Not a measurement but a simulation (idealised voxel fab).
The name of this process module is voxel double patterning.
Xsec cut, 210 nm wide, square cell size 5 nm.
The cross-sections in this document take the form of a grid made of square cells. They are written out as bands, in order from top to bottom. Each band consists of one or more rows of cells. Heights first: top, then bottom, in nm. Then materials, left to right, each with a width in nm. "throughout" on a single material: fills the band edge to edge. "blank": empty space. Note: height 0 marks the level under which the wafer is uniformly one material as received. Lowest band unbounded below, written "z 0 and below". A two-number width, for instance "30->40", indicates that the width is equal to the first number in the top row of the band and to the second number in the bottom row, and that it changes by a constant amount per row of cells. For the purposes of this document, the phrase "left unchanged" attached to a step denotes that no cell within the cross-section was modified by that step. "Closed void register" specifies each empty space that is not open to the top and that occupies no fewer than 8 cells, using the form width x height at distance, the distance measured from the left edge and all three quantities in nm. Step line, after settings: the simulator's comment on this step. For masked steps, "overlay nm" on the step line gives how far right of plan the mask actually lay; a minus sign means it lay to the left.
Process steps foreseen in the plan
- 1: RECEIVE [material Si]
- 2: CONFORMAL_DEP [material SiO2] [thk nm 10]
- 3: DIRECTIONAL_DEP [material polySi] [thk nm 10]
- 4: DIRECTIONAL_DEP [material SiCN] [thk nm 5]
- 5: DIRECTIONAL_DEP [material aC] [thk nm 10]
- 6: PATTERN [tone open] [mask id FIRST] [material resist] [width nm 15] [pitch nm 50] [thk nm 30] [overlay nm 0]
- 7: DIRECTIONAL_ETCH [etch materials aC] [depth nm 5]
- 8: STRIP [etch materials resist]
- 9: DIRECTIONAL_ETCH [etch materials SiCN] [depth nm 5]
- 10: STRIP [etch materials aC]
- 11: MASKED_ETCH [tone open] [mask id SECOND] [width nm 15] [pitch nm 50] [etch materials SiCN] [depth nm 5] [overlay nm 0]
- 12: DIRECTIONAL_ETCH [etch materials polySi] [depth nm 10]
- 13: STRIP [etch materials SiCN]
Wafer-to-wafer difference: depth nm, step 7. Common start. Plan = first wafer's value.
After step 1, as received: first of several wafers, cross-section
> z 0 and below = Si throughout
> Closed void register: none
First wafer of several, cross-section, module end, after step 13 (last)
> z 20 to 10 = 70 of polySi; 15 of blank; 35 of polySi; 15 of blank; 75 of polySi
> z 10 to 0 = SiO2 throughout
> z 0 and below = Si throughout
> Closed void register: none
End of module, last wafer sectioned
> z 20 to 10 = 45 of polySi; 15 of blank; 10 of polySi; 15 of blank; 10 of polySi; 15 of blank; 10 of polySi; 15 of blank; 10 of polySi; 15 of blank; 50 of polySi
> z 10 to 0 = SiO2 throughout
> z 0 and below = Si throughout
> Closed void register: none
The table below has one row for each wafer; a row shows, as of the end of the module, how many cells of each material the wafer has gained, marked (+), or lost, marked (-), since it was received, and then the wafer's closed voids
depth nm 5, +84 SiO2, +72 polySi, Closed void register: none
depth nm 10, +84 SiO2, +54 polySi, Closed void register: none
depth nm 15, +84 SiO2, +54 polySi, Closed void register: none
depth nm 20, +84 SiO2, +54 polySi, Closed void register: none
depth nm 25, +84 SiO2, +54 polySi, Closed void register: none
